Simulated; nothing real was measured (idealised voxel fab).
This section sets out a process module, namely voxel ribs on slabs.
FYI the section here is cut, 155 nm wide, cells are 5 nm squares.
Reading order for cross-sections: top band down to bottom band. Underlying form: a grid of square cells. Band size: one or more rows of cells.
The entry gives the band's vertical extent as a top height and a bottom height in nm, then its horizontal make-up as materials from left to right, each with a width in nm. "air" stands for empty space; a single material marked "full width" fills the band edge to edge.
Height reference: 0 = level under which incoming wafer is all one material. Lowest band: no bottom, runs on downward, e.g. "from 0 down".
So if you see something like "30..40" for the width, read it as the top row of the band sitting at the first number and the bottom row at the second, with every row in between moving by the same amount as the last.
Key: "no change occurred" - step with no changed cell in the cross-section.
Voids not open to the top, 8 cells minimum: see "Sealed internal cavities". Written width x height at distance; distance is from the left edge; nm.
Whatever follows a step's settings on its line is a remark the simulator itself makes about that step.
"overlay nm" denotes, for a step that has a mask, the displacement of the mask to the right of its planned place, with negative values corresponding to the left.

Intended process steps:
| 1 | RECEIVE,material Si |
| 2 | DIRECTIONAL_DEP,material SiO2,thk nm 30 |
| 3 | DIRECTIONAL_DEP,material polySi,thk nm 15 |
| 4 | MASKED_ETCH,tone cover,mask id RIB,width nm 20,etch materials polySi,depth nm 5,overlay nm -15 |
| 5 | MASKED_ETCH,tone cover,mask id SLAB,width nm 50,etch materials polySi,depth nm 10,overlay nm 0 |
| 6 | FILL_DEP,material SiO2,thk nm 25 |
| 7 | CMP,height nm 60 |
| 8 | DIRECTIONAL_DEP,material TiN,thk nm 5 |
| 9 | PATTERN,tone cover,mask id HEATER,material resist,width nm 30,thk nm 20,overlay nm 0 |
| 10 | DIRECTIONAL_ETCH,etch materials TiN,depth nm 5 |
| 11 | STRIP,etch materials resist |
| 12 | CONFORMAL_DEP,material SiO2,thk nm 10 |
For clarity, it should be stated that the wafers under discussion commence in an identical condition and differ with respect to the overlay nm of step 4, the plan indicating the value that the first wafer had.

So this is the first of several wafers, cross-sectioned as it came to us, meaning it's at the end of step 1:
  from 0 down  Si full width
  Sealed internal cavities: none

Module end state after final step 12: cross-section of the first of several wafers:
  from 75 to 70  air 50 | SiO2 50 | air 55
  from 70 to 65  SiO2 full width
  from 65 to 60  SiO2 60 | TiN 30 | SiO2 65
  from 60 to 45  SiO2 full width
  from 45 to 40  SiO2 50 | polySi 20 | SiO2 85
  from 40 to 30  SiO2 50 | polySi 50 | SiO2 55
  from 30 to 0  SiO2 full width
  from 0 down  Si full width
  Sealed internal cavities: none

Cross-section of the final wafer among several, taken at the end of the module:
  from 75 to 70  air 50 | SiO2 50 | air 55
  from 70 to 65  SiO2 full width
  from 65 to 60  SiO2 60 | TiN 30 | SiO2 65
  from 60 to 45  SiO2 full width
  from 45 to 40  SiO2 80 | polySi 20 | SiO2 55
  from 40 to 30  SiO2 50 | polySi 50 | SiO2 55
  from 30 to 0  SiO2 full width
  from 0 down  Si full width
  Sealed internal cavities: none

Here is how to read the rows: every wafer has a row, and it shows the wafer at the end of the module, giving for each material how many cells were gained (+) or lost (-) since the wafer was received, then listing its closed voids:
overlay nm -15, +414 SiO2, +6 TiN, +24 polySi, Sealed internal cavities: none
overlay nm -10, +414 SiO2, +6 TiN, +24 polySi, Sealed internal cavities: none
overlay nm -5, +414 SiO2, +6 TiN, +24 polySi, Sealed internal cavities: none
overlay nm 0, +414 SiO2, +6 TiN, +24 polySi, Sealed internal cavities: none
overlay nm 5, +414 SiO2, +6 TiN, +24 polySi, Sealed internal cavities: none
overlay nm 10, +414 SiO2, +6 TiN, +24 polySi, Sealed internal cavities: none
overlay nm 15, +414 SiO2, +6 TiN, +24 polySi, Sealed internal cavities: none
